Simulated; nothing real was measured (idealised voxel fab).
process module | voxel local oxidation
cross-section cut | 160 nm wide | cells 5 nm
A cross-section is a grid of square cells, given in bands from the top down. A band is one or more rows of cells.
Each band's line starts with the height of the band's top and of its bottom, in nm. Then come its materials from left to right, each with its width in nm. One material with "throughout" fills the band from edge to edge. "air" is empty space.
Height 0 is the level under which the wafer as received is all one material. The lowest band goes on downwards, as in "0 down".
A width such as "30 to 40" changes by the same amount from each row of cells to the next, from the band's top row to its bottom row.
"no change" after a step means that no cell of the cross-section changed.
closed voids: empty space of 8 cells or more with no open way to the top, each as width x height at its distance from the left edge, in nm
after a step's settings: what the simulator itself notes on the step
overlay nm, on a step with a mask: how far to the right of its planned place the mask lay; to the left if negative
plan
1 op RECEIVE | material Si
2 op OXIDIZE | depth nm 5
3 op CONFORMAL_DEP | material SiN | thk nm 10
4 op DIRECTIONAL_DEP | material aC | thk nm 10
5 op PATTERN | tone cover | mask id ACTIVE | material resist | width nm 95 | thk nm 30 | overlay nm -15
6 op DIRECTIONAL_ETCH | etch materials aC | depth nm 10
7 op STRIP | etch materials resist
8 op DIRECTIONAL_ETCH | etch materials SiN | depth nm 10
9 op STRIP | etch materials aC
10 op SELECTIVE_ETCH | etch materials SiO2 | depth nm 5
11 op OXIDIZE | depth nm 15
12 op STRIP | etch materials SiN
varied across the wafers: overlay nm of step 5. The plan shows the first wafer's value. All wafers start alike
first wafer as received, after step 1
  0 down: Si throughout
  closed voids: none
each wafer at the end: cells of each material gained (+) or lost (-) since it was received, then its closed voids
overlay nm -15 | -95 Si | +80 SiO2 | closed voids: none
overlay nm -10 | -95 Si | +80 SiO2 | closed voids: none
overlay nm -5 | -95 Si | +80 SiO2 | closed voids: none
overlay nm 0 | -95 Si | +80 SiO2 | closed voids: none
overlay nm 5 | -95 Si | +80 SiO2 | closed voids: none
overlay nm 10 | -95 Si | +80 SiO2 | closed voids: none
overlay nm 15 | -95 Si | +80 SiO2 | closed voids: none
